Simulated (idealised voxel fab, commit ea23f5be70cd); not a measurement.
Process module in this document: voxel gate over fins
This is section cut - it's 265 nm across, gridded in 5 nm square cells.
This document writes a cross-section as a grid whose cells are square, and gives it as bands, listed from the top down; one or more rows of cells form a band. Top height, bottom height, nm. Materials left to right, width each, nm. Single material + "edge to edge" = fills band edge to edge. "air" = empty. It should be noted that heights are counted from 0, beneath which the wafer as supplied is of one material throughout, and that the lowest band possesses no lower boundary but continues downward, as written in "z 0 and below". When a width is written as two numbers, as in "30 to 40", the first number is the width in the top row of cells of the band and the second is the width in its bottom row, and the width changes by the same amount from each row to the next. "all unchanged" -> step changed no cross-section cell. Empty spaces without an open route to the top, at least 8 cells in extent, make up the entry "Catalogued sealed voids"; each is given as width x height at distance, where the distance is measured from the left edge, and all are in nm. Formally, on a step line, whatever follows the settings is a remark that the simulator itself makes on the step. The optional step-line setting "overlay nm" applies to steps with a mask and quantifies how far to the right of its planned location the mask lay, a negative value indicating leftward placement.

## Steps planned for the process
1. RECEIVE [material Si]
2. CONFORMAL_DEP [material SiN] [thk nm 10]
3. DIRECTIONAL_DEP [material aC] [thk nm 10]
4. PATTERN [tone cover] [mask id FINS] [material resist] [width nm 15] [pitch nm 50] [thk nm 30] [overlay nm 0]
5. DIRECTIONAL_ETCH [etch materials aC] [depth nm 10]
6. STRIP [etch materials resist]
7. DIRECTIONAL_ETCH [etch materials SiN] [depth nm 10]
8. DIRECTIONAL_ETCH [etch materials Si] [depth nm 30]
9. STRIP [etch materials aC]
10. FILL_DEP [material SiO2] [thk nm 10]
11. CMP [height nm 10]
12. PATTERN [tone open] [mask id RAIL] [material resist] [width nm 15] [thk nm 20] [overlay nm 0]
13. DIRECTIONAL_ETCH [etch materials SiO2] [depth nm 35]
14. STRIP [etch materials resist]
15. CONFORMAL_DEP [material TiN] [thk nm 5]
16. FILL_DEP [material W] [thk nm 10]
17. CMP [height nm 10]
18. SELECTIVE_ETCH [etch materials W Ru TiN] [depth nm 25]
19. FILL_DEP [material SiO2] [thk nm 5]
20. CMP [height nm 10]
21. SELECTIVE_ETCH [etch materials SiO2] [depth nm 20]
22. STRIP [etch materials SiN]
23. CONFORMAL_DEP [material HfO2] [thk nm 5]
24. CONFORMAL_DEP [material TiN] [thk nm 5]
25. FILL_DEP [material W] [thk nm 15]
26. CMP [height nm 20]
27. CONFORMAL_DEP [material SiCN] [thk nm 5]

## This is the cross-section of the wafer as we received it, i.e. after step 1
	z 0 and below | Si edge to edge
	Catalogued sealed voids: none

## Wafer at module end, in section. Began as above, planned as above, run with one mistake
	z 25 to 20 | SiCN edge to edge
	z 20 to 10 | W edge to edge
	z 10 to 5 | 90 nm W; 35 nm TiN; 15 nm W; 35 nm TiN; 90 nm W
	z 5 to 0 | 90 nm W; 5 nm TiN; 25 nm HfO2; 5 nm TiN; 15 nm W; 5 nm TiN; 25 nm HfO2; 5 nm TiN; 90 nm W
	z 0 to -5 | 95 nm TiN; 5 nm HfO2; 15 nm Si; 5 nm HfO2; 25 nm TiN; 5 nm HfO2; 15 nm Si; 5 nm HfO2; 95 nm TiN
	z -5 to -10 | 100 nm HfO2; 15 nm Si; 35 nm HfO2; 15 nm Si; 100 nm HfO2
	z -10 to -15 | 100 nm SiO2; 15 nm Si; 35 nm SiO2; 15 nm Si; 100 nm SiO2
	z -15 to -20 | 95 nm W; 5 nm TiN; 15 nm Si; 10 nm TiN; 15 nm SiO2; 10 nm TiN; 15 nm Si; 5 nm TiN; 95 nm W
	z -20 to -25 | 100 nm TiN; 15 nm Si; 10 nm TiN; 15 nm SiO2; 10 nm TiN; 15 nm Si; 100 nm TiN
	z -25 to -30 | 100 nm SiO2; 15 nm Si; 35 nm SiO2; 15 nm Si; 100 nm SiO2
	z -30 and below | Si edge to edge
	Catalogued sealed voids: none
Processing error: step 12 deviated from plan and actually ran as PATTERN [tone cover] [mask id RAIL] [material resist] [width nm 15] [thk nm 20] [overlay nm 0]
